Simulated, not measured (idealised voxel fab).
process module | voxel capacitor over wiring
cross-section cut | 155 nm wide | cells 5 nm
A cross-section is a grid of square cells, given in bands from the top down. A band is one or more rows of cells.
Each band's line starts with the height of the band's top and of its bottom, in nm. Then come its materials from left to right, each with its width in nm. One material with "throughout" fills the band from edge to edge. "air" is empty space.
Height 0 is the level under which the wafer as received is all one material. The lowest band goes on downwards, as in "0 down".
A width such as "30 to 40" changes by the same amount from each row of cells to the next, from the band's top row to its bottom row.
"no change" after a step means that no cell of the cross-section changed.
closed voids: empty space of 8 cells or more with no open way to the top, each as width x height at its distance from the left edge, in nm
after a step's settings: what the simulator itself notes on the step
overlay nm, on a step with a mask: how far to the right of its planned place the mask lay; to the left if negative
plan
1 op RECEIVE | material Si
2 op CONFORMAL_DEP | material SiO2 | thk nm 15
3 op CONFORMAL_DEP | material SiCN | thk nm 5
4 op DIRECTIONAL_DEP | material SiO2 | thk nm 20
5 op DIRECTIONAL_DEP | material aC | thk nm 10
6 op PATTERN | tone open | mask id METAL_1 | material resist | width nm 30 | pitch nm 85 | thk nm 30 | overlay nm 0
7 op DIRECTIONAL_ETCH | etch materials aC | depth nm 10
8 op STRIP | etch materials resist
9 op DIRECTIONAL_ETCH | etch materials SiO2 | depth nm 20
10 op DIRECTIONAL_ETCH | etch materials SiCN | depth nm 5
11 op STRIP | etch materials aC
12 op CONFORMAL_DEP | material TiN | thk nm 5
13 op FILL_DEP | material Cu | thk nm 10
14 op CMP | height nm 40
15 op EPI | material Ru | thk nm 5
16 op FILL_DEP | material SiCN | thk nm 5
17 op DIRECTIONAL_DEP | material lowk | thk nm 20
18 op DIRECTIONAL_DEP | material aC | thk nm 10
19 op PATTERN | tone open | mask id PLUG_1 | material resist | width nm 15 | thk nm 30 | overlay nm 0
20 op DIRECTIONAL_ETCH | etch materials aC | depth nm 10
21 op STRIP | etch materials resist
22 op DIRECTIONAL_ETCH | etch materials lowk | depth nm 20
23 op DIRECTIONAL_ETCH | etch materials SiCN | depth nm 5
24 op STRIP | etch materials aC
25 op EPI | material Ru | thk nm 10
26 op EPI | material Ru | thk nm 10
27 op EPI | material Ru | thk nm 5
28 op DIRECTIONAL_DEP | material TiN | thk nm 5
29 op DIRECTIONAL_DEP | material HfO2 | thk nm 5
30 op DIRECTIONAL_DEP | material TiN | thk nm 5
31 op PATTERN | tone cover | mask id UPPER_PLATE | material resist | width nm 60 | thk nm 15 | overlay nm 0
32 op DIRECTIONAL_ETCH | etch materials TiN | depth nm 5
33 op DIRECTIONAL_ETCH | etch materials HfO2 | depth nm 5
34 op STRIP | etch materials resist
35 op DIRECTIONAL_DEP | material aC | thk nm 15
36 op PATTERN | tone cover | mask id LOWER_PLATE | material resist | width nm 70 | thk nm 35 | overlay nm 0
37 op DIRECTIONAL_ETCH | etch materials aC | depth nm 15
38 op STRIP | etch materials resist
39 op DIRECTIONAL_ETCH | etch materials TiN | depth nm 5
40 op STRIP | etch materials aC
41 op FILL_DEP | material SiO2 | thk nm 15
42 op CMP | height nm 95
43 op MASKED_ETCH | tone open | mask id PLUG_2 | width nm 15 | etch materials SiO2 | depth nm 10 | overlay nm 0
44 op CONFORMAL_DEP | material TiN | thk nm 5
45 op FILL_DEP | material W | thk nm 10
46 op CMP | height nm 95
47 op CONFORMAL_DEP | material SiCN | thk nm 5
as received, after step 1
  0 down: Si throughout
  closed voids: none
a wafer at the end: this start, this plan, one mistake
  100 to 95: SiCN throughout
  95 to 90: SiO2 45 | TiN 5 | W 5 | TiN 5 | SiO2 95
  90 to 85: SiO2 45 | TiN 15 | SiO2 95
  85 to 80: SiO2 30 | TiN 5 | SiO2 60 | TiN 5 | SiO2 55
  80 to 75: HfO2 35 | SiO2 60 | HfO2 60
  75 to 70: TiN throughout
  70 to 50: lowk 35 | Ru 15 | lowk 105
  50 to 45: SiCN 35 | Ru 15 | SiCN 105
  45 to 40: SiCN 15 | Ru 40 | SiCN 45 | Ru 40 | SiCN 15
  40 to 20: SiO2 20 | TiN 5 | Cu 20 | TiN 5 | SiO2 55 | TiN 5 | Cu 20 | TiN 5 | SiO2 20
  20 to 15: SiCN 20 | TiN 30 | SiCN 55 | TiN 30 | SiCN 20
  15 to 0: SiO2 throughout
  0 down: Si throughout
  closed voids: none
what went wrong: step 31 ran as: op PATTERN | tone open | mask id UPPER_PLATE | material resist | width nm 60 | thk nm 15 | overlay nm 0
